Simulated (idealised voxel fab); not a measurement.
Module name: voxel spacer lines (process module)
Square cells of 5 nm make up the cross-section cut, whose width is 270 nm.
How to read a cross-section here: the picture is a grid of square cells, written as bands going from the top down, and any band can span one or more rows of cells. Quick guide to a band line: top height, bottom height (nm) up front; then every material left to right with its width in nm. Only one material and it's marked "full width"? Then it fills the band edge to edge. And "empty" just means empty space. Heights are measured from 0, the level below which the as-received wafer is all one material; the lowest band has no bottom and continues downward, written as in "0 and below". Width spec "30->40" -> top row of cells at first value, bottom row at second value, equal per-row change in between. It should be understood that the words "no alteration", when stated for a given step, signify that the cross-section underwent no change in any of its cells during that step. Entry "Trapped void list". Content: empty spaces with no open connection to the top, size 8 cells or greater. Each: width x height at distance. Distance: from left edge. Unit: nm. Post-settings text on a step line: simulator's own remark regarding the step. overlay nm: mask right of planned place by this much (step with mask). Neg. = left.

-- plan
| 1 | RECEIVE with material Si |
| 2 | CONFORMAL_DEP with material SiO2, thk nm 5 |
| 3 | DIRECTIONAL_DEP with material TiN, thk nm 10 |
| 4 | DIRECTIONAL_DEP with material aC, thk nm 30 |
| 5 | PATTERN with tone cover, mask id MANDREL, material resist, width nm 15, pitch nm 60, thk nm 40, overlay nm 0 |
| 6 | DIRECTIONAL_ETCH with etch materials aC, depth nm 30 |
| 7 | STRIP with etch materials resist |
| 8 | CONFORMAL_DEP with material SiN, thk nm 15 |
| 9 | DIRECTIONAL_ETCH with etch materials SiN, depth nm 15 |
| 10 | STRIP with etch materials aC |
| 11 | DIRECTIONAL_ETCH with etch materials TiN, depth nm 10 |
| 12 | STRIP with etch materials SiN |
| 13 | FILL_DEP with material SiO2, thk nm 10 |
| 14 | CMP with height nm 15 |

-- Wafer, first of two, run as planned

-- Received-state cross-section, reflecting completion of step 1
0 and below | Si full width
Trapped void list: none

-- The wafer in cross-section once step 2 is complete
5 down to 0 | SiO2 full width
All layers under 0 are left as they were.

-- The wafer in cross-section once step 3 is complete
15 down to 5 | TiN full width
All layers under 5 are left as they were.

-- The wafer in cross-section once step 4 is complete
45 down to 15 | aC full width
All layers under 15 are left as they were.

-- The wafer in cross-section once step 5 is complete
85 down to 45 | empty 65 nm, resist 15 nm, empty 45 nm, resist 15 nm, empty 45 nm, resist 15 nm, empty 70 nm
All layers under 45 are left as they were.

-- The wafer in cross-section once step 6 is complete
55 down to 45 | empty 65 nm, resist 15 nm, empty 45 nm, resist 15 nm, empty 45 nm, resist 15 nm, empty 70 nm
45 down to 15 | empty 65 nm, aC 15 nm, empty 45 nm, aC 15 nm, empty 45 nm, aC 15 nm, empty 70 nm
All layers under 15 are left as they were.

-- The wafer in cross-section once step 7 is complete
45 down to 15 | empty 65 nm, aC 15 nm, empty 45 nm, aC 15 nm, empty 45 nm, aC 15 nm, empty 70 nm
All layers under 15 are left as they were.

-- The wafer in cross-section once step 8 is complete
60 down to 45 | empty 50 nm, SiN 45 nm, empty 15 nm, SiN 45 nm, empty 15 nm, SiN 45 nm, empty 55 nm
45 down to 30 | empty 50 nm, SiN 15 nm, aC 15 nm, SiN 15 nm, empty 15 nm, SiN 15 nm, aC 15 nm, SiN 15 nm, empty 15 nm, SiN 15 nm, aC 15 nm, SiN 15 nm, empty 55 nm
30 down to 15 | SiN 65 nm, aC 15 nm, SiN 45 nm, aC 15 nm, SiN 45 nm, aC 15 nm, SiN 70 nm
All layers under 15 are left as they were.

-- The wafer in cross-section once step 9 is complete
45 down to 15 | empty 50 nm, SiN 15 nm, aC 15 nm, SiN 15 nm, empty 15 nm, SiN 15 nm, aC 15 nm, SiN 15 nm, empty 15 nm, SiN 15 nm, aC 15 nm, SiN 15 nm, empty 55 nm
All layers under 15 are left as they were.

-- The wafer in cross-section once step 10 is complete
45 down to 15 | empty 50 nm, SiN 15 nm, empty 15 nm, SiN 15 nm, empty 15 nm, SiN 15 nm, empty 15 nm, SiN 15 nm, empty 15 nm, SiN 15 nm, empty 15 nm, SiN 15 nm, empty 55 nm
All layers under 15 are left as they were.

-- The wafer in cross-section once step 11 is complete
45 down to 15 | empty 50 nm, SiN 15 nm, empty 15 nm, SiN 15 nm, empty 15 nm, SiN 15 nm, empty 15 nm, SiN 15 nm, empty 15 nm, SiN 15 nm, empty 15 nm, SiN 15 nm, empty 55 nm
15 down to 5 | empty 50 nm, TiN 15 nm, empty 15 nm, TiN 15 nm, empty 15 nm, TiN 15 nm, empty 15 nm, TiN 15 nm, empty 15 nm, TiN 15 nm, empty 15 nm, TiN 15 nm, empty 55 nm
All layers under 5 are left as they were.

-- The wafer in cross-section once step 12 is complete
15 down to 5 | empty 50 nm, TiN 15 nm, empty 15 nm, TiN 15 nm, empty 15 nm, TiN 15 nm, empty 15 nm, TiN 15 nm, empty 15 nm, TiN 15 nm, empty 15 nm, TiN 15 nm, empty 55 nm
All layers under 5 are left as they were.

-- The wafer in cross-section once step 13 is complete
25 down to 15 | SiO2 full width
15 down to 5 | SiO2 50 nm, TiN 15 nm, SiO2 15 nm, TiN 15 nm, SiO2 15 nm, TiN 15 nm, SiO2 15 nm, TiN 15 nm, SiO2 15 nm, TiN 15 nm, SiO2 15 nm, TiN 15 nm, SiO2 55 nm
All layers under 5 are left as they were.

-- The wafer in cross-section once step 14 is complete
15 down to 5 | SiO2 50 nm, TiN 15 nm, SiO2 15 nm, TiN 15 nm, SiO2 15 nm, TiN 15 nm, SiO2 15 nm, TiN 15 nm, SiO2 15 nm, TiN 15 nm, SiO2 15 nm, TiN 15 nm, SiO2 55 nm
All layers under 5 are left as they were.

-- The remaining wafer, second of the two, started like the first and was run to the same plan, except that one mistake was made along the way; the two coincide through step 4, inclusive

-- Second wafer: cross-section at the scheduled end of step 5
85 down to 45 | empty 60 nm, resist 25 nm, empty 35 nm, resist 25 nm, empty 35 nm, resist 25 nm, empty 65 nm
All layers under 45 are left as they were.

-- Second wafer: cross-section at the scheduled end of step 6
55 down to 45 | empty 60 nm, resist 25 nm, empty 35 nm, resist 25 nm, empty 35 nm, resist 25 nm, empty 65 nm
45 down to 15 | empty 60 nm, aC 25 nm, empty 35 nm, aC 25 nm, empty 35 nm, aC 25 nm, empty 65 nm
All layers under 15 are left as they were.

-- Second wafer: cross-section at the scheduled end of step 7
45 down to 15 | empty 60 nm, aC 25 nm, empty 35 nm, aC 25 nm, empty 35 nm, aC 25 nm, empty 65 nm
All layers under 15 are left as they were.

-- Second wafer: cross-section at the scheduled end of step 8
60 down to 45 | empty 45 nm, SiN 55 nm, empty 5 nm, SiN 55 nm, empty 5 nm, SiN 55 nm, empty 50 nm
45 down to 30 | empty 45 nm, SiN 15 nm, aC 25 nm, SiN 15 nm, empty 5 nm, SiN 15 nm, aC 25 nm, SiN 15 nm, empty 5 nm, SiN 15 nm, aC 25 nm, SiN 15 nm, empty 50 nm
30 down to 15 | SiN 60 nm, aC 25 nm, SiN 35 nm, aC 25 nm, SiN 35 nm, aC 25 nm, SiN 65 nm
All layers under 15 are left as they were.

-- Second wafer: cross-section at the scheduled end of step 9
45 down to 15 | empty 45 nm, SiN 15 nm, aC 25 nm, SiN 15 nm, empty 5 nm, SiN 15 nm, aC 25 nm, SiN 15 nm, empty 5 nm, SiN 15 nm, aC 25 nm, SiN 15 nm, empty 50 nm
All layers under 15 are left as they were.

-- Second wafer: cross-section at the scheduled end of step 10
45 down to 15 | empty 45 nm, SiN 15 nm, empty 25 nm, SiN 15 nm, empty 5 nm, SiN 15 nm, empty 25 nm, SiN 15 nm, empty 5 nm, SiN 15 nm, empty 25 nm, SiN 15 nm, empty 50 nm
All layers under 15 are left as they were.

-- Second wafer: cross-section at the scheduled end of step 11
45 down to 15 | empty 45 nm, SiN 15 nm, empty 25 nm, SiN 15 nm, empty 5 nm, SiN 15 nm, empty 25 nm, SiN 15 nm, empty 5 nm, SiN 15 nm, empty 25 nm, SiN 15 nm, empty 50 nm
15 down to 5 | empty 45 nm, TiN 15 nm, empty 25 nm, TiN 15 nm, empty 5 nm, TiN 15 nm, empty 25 nm, TiN 15 nm, empty 5 nm, TiN 15 nm, empty 25 nm, TiN 15 nm, empty 50 nm
All layers under 5 are left as they were.

-- Second wafer: cross-section at the scheduled end of step 12
15 down to 5 | empty 45 nm, TiN 15 nm, empty 25 nm, TiN 15 nm, empty 5 nm, TiN 15 nm, empty 25 nm, TiN 15 nm, empty 5 nm, TiN 15 nm, empty 25 nm, TiN 15 nm, empty 50 nm
All layers under 5 are left as they were.

-- Second wafer: cross-section at the scheduled end of step 13
25 down to 15 | SiO2 full width
15 down to 5 | SiO2 45 nm, TiN 15 nm, SiO2 25 nm, TiN 15 nm, SiO2 5 nm, TiN 15 nm, SiO2 25 nm, TiN 15 nm, SiO2 5 nm, TiN 15 nm, SiO2 25 nm, TiN 15 nm, SiO2 50 nm
All layers under 5 are left as they were.

-- Second wafer: cross-section at the scheduled end of step 14
15 down to 5 | SiO2 45 nm, TiN 15 nm, SiO2 25 nm, TiN 15 nm, SiO2 5 nm, TiN 15 nm, SiO2 25 nm, TiN 15 nm, SiO2 5 nm, TiN 15 nm, SiO2 25 nm, TiN 15 nm, SiO2 50 nm
All layers under 5 are left as they were.
The plan and the run diverged here: planned and actual differ for step 5; actual: PATTERN with tone cover, mask id MANDREL, material resist, width nm 25, pitch nm 60, thk nm 40, overlay nm 0
Final wafers compared: equal cell tally per material, rearranged layout.
